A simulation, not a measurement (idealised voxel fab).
process module | voxel capacitor over wiring
cross-section cut | 225 nm wide | cells 5 nm
A cross-section is a grid of square cells, given in bands from the top down. A band is one or more rows of cells.
Each band's line starts with the height of the band's top and of its bottom, in nm. Then come its materials from left to right, each with its width in nm. One material with "throughout" fills the band from edge to edge. "air" is empty space.
Height 0 is the level under which the wafer as received is all one material. The lowest band goes on downwards, as in "0 down".
A width such as "30 to 40" changes by the same amount from each row of cells to the next, from the band's top row to its bottom row.
"no change" after a step means that no cell of the cross-section changed.
closed voids: empty space of 8 cells or more with no open way to the top, each as width x height at its distance from the left edge, in nm
after a step's settings: what the simulator itself notes on the step
overlay nm, on a step with a mask: how far to the right of its planned place the mask lay; to the left if negative
plan
1 op RECEIVE | material Si
2 op CONFORMAL_DEP | material SiO2 | thk nm 10
3 op CONFORMAL_DEP | material SiN | thk nm 5
4 op DIRECTIONAL_DEP | material SiO2 | thk nm 20
5 op DIRECTIONAL_DEP | material aC | thk nm 15
6 op PATTERN | tone open | mask id METAL_1 | material resist | width nm 25 | pitch nm 85 | thk nm 35 | overlay nm 0
7 op DIRECTIONAL_ETCH | etch materials aC | depth nm 15
8 op STRIP | etch materials resist
9 op DIRECTIONAL_ETCH | etch materials SiO2 | depth nm 20
10 op DIRECTIONAL_ETCH | etch materials SiN | depth nm 5
11 op STRIP | etch materials aC
12 op CONFORMAL_DEP | material TiN | thk nm 5
13 op FILL_DEP | material Cu | thk nm 10
14 op CMP | height nm 35
15 op CONFORMAL_DEP | material SiCN | thk nm 5
16 op DIRECTIONAL_DEP | material lowk | thk nm 20
17 op MASKED_ETCH | tone open | mask id PLUG_1 | width nm 15 | etch materials lowk | depth nm 20 | overlay nm 0
18 op MASKED_ETCH | tone open | mask id PLUG_1 | width nm 15 | etch materials SiCN | depth nm 5 | overlay nm 0
19 op CONFORMAL_DEP | material TiN | thk nm 5
20 op FILL_DEP | material W | thk nm 5
21 op CMP | height nm 60
22 op DIRECTIONAL_DEP | material TiN | thk nm 10
23 op DIRECTIONAL_DEP | material SiN | thk nm 5
24 op DIRECTIONAL_DEP | material TiN | thk nm 10
25 op PATTERN | tone cover | mask id UPPER_PLATE | material resist | width nm 65 | thk nm 20 | overlay nm 0
26 op DIRECTIONAL_ETCH | etch materials TiN | depth nm 10
27 op DIRECTIONAL_ETCH | etch materials SiN | depth nm 5
28 op STRIP | etch materials resist
29 op MASKED_ETCH | tone cover | mask id LOWER_PLATE | width nm 75 | etch materials TiN | depth nm 10 | overlay nm 0
30 op FILL_DEP | material SiO2 | thk nm 15
31 op CMP | height nm 95
32 op DIRECTIONAL_DEP | material aC | thk nm 10
33 op PATTERN | tone open | mask id PLUG_2 | material resist | width nm 15 | thk nm 25 | overlay nm 0
34 op DIRECTIONAL_ETCH | etch materials aC | depth nm 10
35 op STRIP | etch materials resist
36 op DIRECTIONAL_ETCH | etch materials SiO2 | depth nm 10
37 op STRIP | etch materials aC
38 op CONFORMAL_DEP | material TiN | thk nm 5
39 op FILL_DEP | material Cu | thk nm 10
40 op CMP | height nm 95
41 op CONFORMAL_DEP | material SiCN | thk nm 5
as received, after step 1
  0 down: Si throughout
  closed voids: none
a wafer at the end: this start, this plan, one mistake
  100 to 95: SiCN throughout
  95 to 90: SiO2 75 | TiN 5 | Cu 5 | TiN 5 | SiO2 135
  90 to 85: SiO2 75 | TiN 15 | SiO2 135
  85 to 75: SiO2 65 | TiN 65 | SiO2 95
  75 to 70: SiO2 65 | SiN 65 | SiO2 95
  70 to 60: SiO2 60 | TiN 75 | SiO2 90
  60 to 40: lowk 65 | TiN 5 | W 5 | TiN 5 | lowk 145
  40 to 35: SiCN 65 | TiN 15 | SiCN 145
  35 to 15: Cu 50 | TiN 5 | SiO2 25 | TiN 5 | Cu 50 | TiN 5 | SiO2 25 | TiN 5 | Cu 55
  15 to 10: TiN 55 | SiN 25 | TiN 60 | SiN 25 | TiN 60
  10 to 0: SiO2 throughout
  0 down: Si throughout
  closed voids: none
what went wrong: step 6 ran as: op PATTERN | tone cover | mask id METAL_1 | material resist | width nm 25 | pitch nm 85 | thk nm 35 | overlay nm 0
